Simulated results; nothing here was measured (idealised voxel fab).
process module | voxel capacitor over wiring
cross-section cut | 235 nm wide | cells 5 nm
A cross-section is a grid of square cells, given in bands from the top down. A band is one or more rows of cells.
Each band's line starts with the height of the band's top and of its bottom, in nm. Then come its materials from left to right, each with its width in nm. One material with "throughout" fills the band from edge to edge. "air" is empty space.
Height 0 is the level under which the wafer as received is all one material. The lowest band goes on downwards, as in "0 down".
A width such as "30 to 40" changes by the same amount from each row of cells to the next, from the band's top row to its bottom row.
"no change" after a step means that no cell of the cross-section changed.
closed voids: empty space of 8 cells or more with no open way to the top, each as width x height at its distance from the left edge, in nm
after a step's settings: what the simulator itself notes on the step
overlay nm, on a step with a mask: how far to the right of its planned place the mask lay; to the left if negative
plan
1 op RECEIVE | material Si
2 op CONFORMAL_DEP | material SiO2 | thk nm 10
3 op CONFORMAL_DEP | material SiCN | thk nm 5
4 op DIRECTIONAL_DEP | material lowk | thk nm 20
5 op DIRECTIONAL_DEP | material aC | thk nm 15
6 op PATTERN | tone open | mask id METAL_1 | material resist | width nm 30 | pitch nm 85 | thk nm 30 | overlay nm 0
7 op DIRECTIONAL_ETCH | etch materials aC | depth nm 15
8 op STRIP | etch materials resist
9 op DIRECTIONAL_ETCH | etch materials lowk | depth nm 20
10 op DIRECTIONAL_ETCH | etch materials SiCN | depth nm 5
11 op STRIP | etch materials aC
12 op CONFORMAL_DEP | material TiN | thk nm 5
13 op FILL_DEP | material Ru | thk nm 10
14 op CMP | height nm 35
15 op CONFORMAL_DEP | material SiCN | thk nm 5
16 op DIRECTIONAL_DEP | material lowk | thk nm 10
17 op MASKED_ETCH | tone open | mask id PLUG_1 | width nm 15 | etch materials lowk | depth nm 10 | overlay nm 0
18 op MASKED_ETCH | tone open | mask id PLUG_1 | width nm 15 | etch materials SiCN | depth nm 5 | overlay nm 0
19 op EPI | material Ru | thk nm 10
20 op EPI | material Ru | thk nm 5
21 op DIRECTIONAL_DEP | material TiN | thk nm 10
22 op DIRECTIONAL_DEP | material HfO2 | thk nm 5
23 op DIRECTIONAL_DEP | material TiN | thk nm 5
24 op PATTERN | tone cover | mask id UPPER_PLATE | material resist | width nm 60 | thk nm 15 | overlay nm 0
25 op DIRECTIONAL_ETCH | etch materials TiN | depth nm 5
26 op DIRECTIONAL_ETCH | etch materials HfO2 | depth nm 5
27 op STRIP | etch materials resist
28 op PATTERN | tone cover | mask id LOWER_PLATE | material resist | width nm 70 | thk nm 20 | overlay nm 0
29 op DIRECTIONAL_ETCH | etch materials TiN | depth nm 10
30 op STRIP | etch materials resist
31 op FILL_DEP | material SiO2 | thk nm 20
32 op CMP | height nm 85
33 op DIRECTIONAL_DEP | material aC | thk nm 10
34 op PATTERN | tone open | mask id PLUG_2 | material resist | width nm 15 | thk nm 30 | overlay nm 0
35 op DIRECTIONAL_ETCH | etch materials aC | depth nm 5
36 op STRIP | etch materials resist
37 op DIRECTIONAL_ETCH | etch materials SiO2 | depth nm 15
38 op STRIP | etch materials aC
39 op CONFORMAL_DEP | material TiN | thk nm 5
40 op FILL_DEP | material Cu | thk nm 5
41 op CMP | height nm 85
42 op CONFORMAL_DEP | material SiN | thk nm 5
varied across the wafers: depth nm of step 35. The plan shows the first wafer's value. All wafers start alike
first wafer as received, after step 1
  0 down: Si throughout
  closed voids: none
each wafer at the end: cells of each material gained (+) or lost (-) since it was received, then its closed voids
depth nm 5 | +12 HfO2 | +41 Ru | +79 SiCN | +47 SiN | +371 SiO2 | +68 TiN | +228 lowk | closed voids: none
depth nm 10 | +2 Cu | +12 HfO2 | +41 Ru | +79 SiCN | +47 SiN | +362 SiO2 | +75 TiN | +228 lowk | closed voids: none
depth nm 15 | +2 Cu | +12 HfO2 | +41 Ru | +79 SiCN | +47 SiN | +362 SiO2 | +75 TiN | +228 lowk | closed voids: none
depth nm 20 | +2 Cu | +12 HfO2 | +41 Ru | +79 SiCN | +47 SiN | +362 SiO2 | +75 TiN | +228 lowk | closed voids: none
depth nm 25 | +2 Cu | +12 HfO2 | +41 Ru | +79 SiCN | +47 SiN | +362 SiO2 | +75 TiN | +228 lowk | closed voids: none
